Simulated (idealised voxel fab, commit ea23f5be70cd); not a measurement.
process module | voxel trench capacitor
cross-section cut | 280 nm wide | cells 5 nm
A cross-section is a grid of square cells, given in bands from the top down. A band is one or more rows of cells.
Each band's line starts with the height of the band's top and of its bottom, in nm. Then come its materials from left to right, each with its width in nm. One material with "throughout" fills the band from edge to edge. "air" is empty space.
Height 0 is the level under which the wafer as received is all one material. The lowest band goes on downwards, as in "0 down".
A width such as "30 to 40" changes by the same amount from each row of cells to the next, from the band's top row to its bottom row.
"no change" after a step means that no cell of the cross-section changed.
closed voids: empty space of 8 cells or more with no open way to the top, each as width x height at its distance from the left edge, in nm
after a step's settings: what the simulator itself notes on the step
overlay nm, on a step with a mask: how far to the right of its planned place the mask lay; to the left if negative
plan
1 op RECEIVE | material Si
2 op CONFORMAL_DEP | material SiN | thk nm 10
3 op MASKED_ETCH | tone open | mask id TRENCH | width nm 25 | pitch nm 55 | etch materials SiN | depth nm 5 | overlay nm 0
4 op MASKED_ETCH | tone open | mask id TRENCH | width nm 25 | pitch nm 55 | etch materials Si | depth nm 30 | overlay nm 0
5 op CONFORMAL_DEP | material SiO2 | thk nm 5
6 op FILL_DEP | material polySi | thk nm 5
7 op CMP | height nm 10
varied across the wafers: depth nm of step 3. The plan shows the first wafer's value. All wafers start alike
first wafer as received, after step 1
  0 down: Si throughout
  closed voids: none
each wafer at the end: cells of each material gained (+) or lost (-) since it was received, then its closed voids
depth nm 5 | +92 SiN | +20 SiO2 | closed voids: none
depth nm 10 | -120 Si | +72 SiN | +76 SiO2 | +84 polySi | closed voids: none
depth nm 15 | -120 Si | +72 SiN | +76 SiO2 | +84 polySi | closed voids: none
depth nm 20 | -120 Si | +72 SiN | +76 SiO2 | +84 polySi | closed voids: none
depth nm 25 | -120 Si | +72 SiN | +76 SiO2 | +84 polySi | closed voids: none
